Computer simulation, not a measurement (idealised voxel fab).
This section sets out a process module, namely voxel capacitor over wiring.
This is section cut - it's 285 nm across, gridded in 5 nm square cells.
This document writes a cross-section as a grid whose cells are square, and gives it as bands, listed from the top down; one or more rows of cells form a band.
Read a band's entry like this: the first values are the height of its top and the height of its bottom in nm, and what follows is the sequence of materials from left to right, each with its width in nm. Note that "blank" is empty space, and that a single material marked "everywhere" reaches across the band from edge to edge.
The level at which height equals 0 is the one under which the wafer, as it arrives, is entirely one material. No lower edge exists for the bottom band, which continues downward and is notated as in "z 0 and below".
A width such as "30..40" changes by the same amount from each row of cells to the next, from the band's top row to its bottom row.
What does "same as before" mean for a step? It means no cell of the cross-section changed in that step.
"Closed internal voids": sealed empty spaces, 8 cells or more, no open way to top, listed width x height at distance, with distance from the left edge and width, height and distance in nm.
Past the settings on a step's line: simulator remark, on that step.
overlay nm: for a step with a mask, the amount by which the mask lay right of where it was planned; a negative amount means left of it.
# So here's the lineup of process steps we planned
| 1 | RECEIVE with material Si |
| 2 | CONFORMAL_DEP with material SiO2, thk nm 10 |
| 3 | DIRECTIONAL_DEP with material TiN, thk nm 5 |
| 4 | DIRECTIONAL_DEP with material Ru, thk nm 25 |
| 5 | PATTERN with tone cover, mask id METAL_1, material resist, width nm 20, pitch nm 75, thk nm 20, overlay nm 0 |
| 6 | DIRECTIONAL_ETCH with etch materials Ru, depth nm 25 |
| 7 | DIRECTIONAL_ETCH with etch materials TiN, depth nm 5 |
| 8 | STRIP with etch materials resist |
| 9 | CONFORMAL_DEP with material SiN, thk nm 5 |
| 10 | FILL_DEP with material lowk, thk nm 5 |
| 11 | CMP with height nm 40 |
| 12 | CONFORMAL_DEP with material SiCN, thk nm 5 |
| 13 | DIRECTIONAL_DEP with material SiO2, thk nm 20 |
| 14 | DIRECTIONAL_DEP with material aC, thk nm 10 |
| 15 | PATTERN with tone open, mask id PLUG_1, material resist, width nm 15, thk nm 30, overlay nm 0 |
| 16 | DIRECTIONAL_ETCH with etch materials aC, depth nm 10 |
| 17 | STRIP with etch materials resist |
| 18 | DIRECTIONAL_ETCH with etch materials SiO2, depth nm 20 |
| 19 | DIRECTIONAL_ETCH with etch materials SiCN, depth nm 5 |
| 20 | STRIP with etch materials aC |
| 21 | EPI with material Ru, thk nm 10 |
| 22 | EPI with material Ru, thk nm 10 |
| 23 | EPI with material Ru, thk nm 5 |
| 24 | DIRECTIONAL_DEP with material TiN, thk nm 10 |
| 25 | DIRECTIONAL_DEP with material Al2O3, thk nm 5 |
| 26 | DIRECTIONAL_DEP with material TiN, thk nm 5 |
| 27 | DIRECTIONAL_DEP with material aC, thk nm 15 |
| 28 | PATTERN with tone cover, mask id UPPER_PLATE, material resist, width nm 60, thk nm 35, overlay nm 0 |
| 29 | DIRECTIONAL_ETCH with etch materials aC, depth nm 15 |
| 30 | STRIP with etch materials resist |
| 31 | DIRECTIONAL_ETCH with etch materials TiN, depth nm 5 |
| 32 | DIRECTIONAL_ETCH with etch materials Al2O3, depth nm 5 |
| 33 | STRIP with etch materials aC |
| 34 | MASKED_ETCH with tone cover, mask id LOWER_PLATE, width nm 60, etch materials TiN, depth nm 10, overlay nm 0 |
| 35 | FILL_DEP with material SiO2, thk nm 20 |
| 36 | CMP with height nm 100 |
| 37 | PATTERN with tone open, mask id PLUG_2, material resist, width nm 15, thk nm 15, overlay nm 0 |
| 38 | DIRECTIONAL_ETCH with etch materials SiO2, depth nm 15 |
| 39 | STRIP with etch materials resist |
| 40 | CONFORMAL_DEP with material TiN, thk nm 5 |
| 41 | FILL_DEP with material Cu, thk nm 5 |
| 42 | CMP with height nm 100 |
| 43 | CONFORMAL_DEP with material SiN, thk nm 5 |
Same starting wafers, different width nm at step 34. Plan value belongs to the first wafer.
# The as-received cross-section of the first of several wafers corresponds to the state after step 1
* z 0 and below: Si everywhere
* Closed internal voids: none
# For your reference, the table is organized with a row per wafer; each row reflects the wafer at the end of the module, indicating for each material the cells gained (+) or lost (-) since receipt, and thereafter its closed voids
width nm 60 | +12 Al2O3 | +2 Cu | +55 Ru | +54 SiCN | +126 SiN | +672 SiO2 | +51 TiN | +225 lowk | Closed internal voids: none
width nm 65 | +12 Al2O3 | +2 Cu | +55 Ru | +54 SiCN | +126 SiN | +670 SiO2 | +53 TiN | +225 lowk | Closed internal voids: none
width nm 70 | +12 Al2O3 | +2 Cu | +55 Ru | +54 SiCN | +126 SiN | +668 SiO2 | +55 TiN | +225 lowk | Closed internal voids: none
width nm 75 | +12 Al2O3 | +2 Cu | +55 Ru | +54 SiCN | +126 SiN | +666 SiO2 | +57 TiN | +225 lowk | Closed internal voids: none
width nm 80 | +12 Al2O3 | +2 Cu | +55 Ru | +54 SiCN | +126 SiN | +664 SiO2 | +59 TiN | +225 lowk | Closed internal voids: none
width nm 85 | +12 Al2O3 | +2 Cu | +55 Ru | +54 SiCN | +126 SiN | +662 SiO2 | +61 TiN | +225 lowk | Closed internal voids: none
